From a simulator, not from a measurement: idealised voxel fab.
Herein follows the process module entitled voxel fin reveal.
Displayed cross-section: cut, width of 210 nm, square cells sized 5 nm.
Cross-section format: a grid of square cells, given as bands from top to bottom; each band is one or more rows of cells. Quick guide to a band line: top height, bottom height (nm) up front; then every material left to right with its width in nm. Only one material and it's marked "throughout"? Then it fills the band edge to edge. And "blank" just means empty space. Zero point of the height axis is 0; under it, received wafer = one material. Lowest band: continues down indefinitely, "z 0 and below". Note: "30->40" means the width goes from the first number (top row of the band) to the second number (bottom row) in equal steps per row of cells. It should be understood that the words "no alteration", when stated for a given step, signify that the cross-section underwent no change in any of its cells during that step. Closed-off voids of 8+ cells (no open route to the top) go in "Closed void inventory", written width x height at distance from the left edge, in nm. On a step's line, text after the settings is the simulator commenting on that step. overlay nm: how far to the right of its planned place the mask lay on this masked step (negative: to the left).
Process steps foreseen in the plan
1. RECEIVE, material Si
2. CONFORMAL_DEP, material SiN, thk nm 10
3. PATTERN, tone cover, mask id FINS, material resist, width nm 15, pitch nm 40, thk nm 20, overlay nm 0
4. DIRECTIONAL_ETCH, etch materials SiN, depth nm 10
5. DIRECTIONAL_ETCH, etch materials Si, depth nm 40
6. STRIP, etch materials resist
7. OXIDIZE, depth nm 5
8. FILL_DEP, material SiO2, thk nm 5
9. CMP, height nm 10
10. SELECTIVE_ETCH, etch materials SiO2, depth nm 20
11. STRIP, etch materials SiN
12. CONFORMAL_DEP, material HfO2, thk nm 5
Cross-section of the wafer upon arrival, representing the state reached after step 1
* z 0 and below: Si throughout
* Closed void inventory: none
Look at the cross-section after the module: the wafer started out the way shown above and the plan was the one shown above, yet one mistake was made along the way
* z 5 to 0: 55 HfO2  15 blank  25 HfO2  15 blank  25 HfO2  15 blank  60 HfO2
* z 0 to -5: 50 Si  5 HfO2  15 blank  5 HfO2  15 Si  5 HfO2  15 blank  5 HfO2  15 Si  5 HfO2  15 blank  5 HfO2  55 Si
* z -5 to -10: 50 Si  25 HfO2  15 Si  25 HfO2  15 Si  25 HfO2  55 Si
* z -10 to -45: 50 Si  25 SiO2  15 Si  25 SiO2  15 Si  25 SiO2  55 Si
* z -45 and below: Si throughout
* Closed void inventory: none
Deviation noted in wafer processing: step 3 deviated from plan and actually ran as PATTERN, tone open, mask id FINS, material resist, width nm 15, pitch nm 40, thk nm 20, overlay nm 0
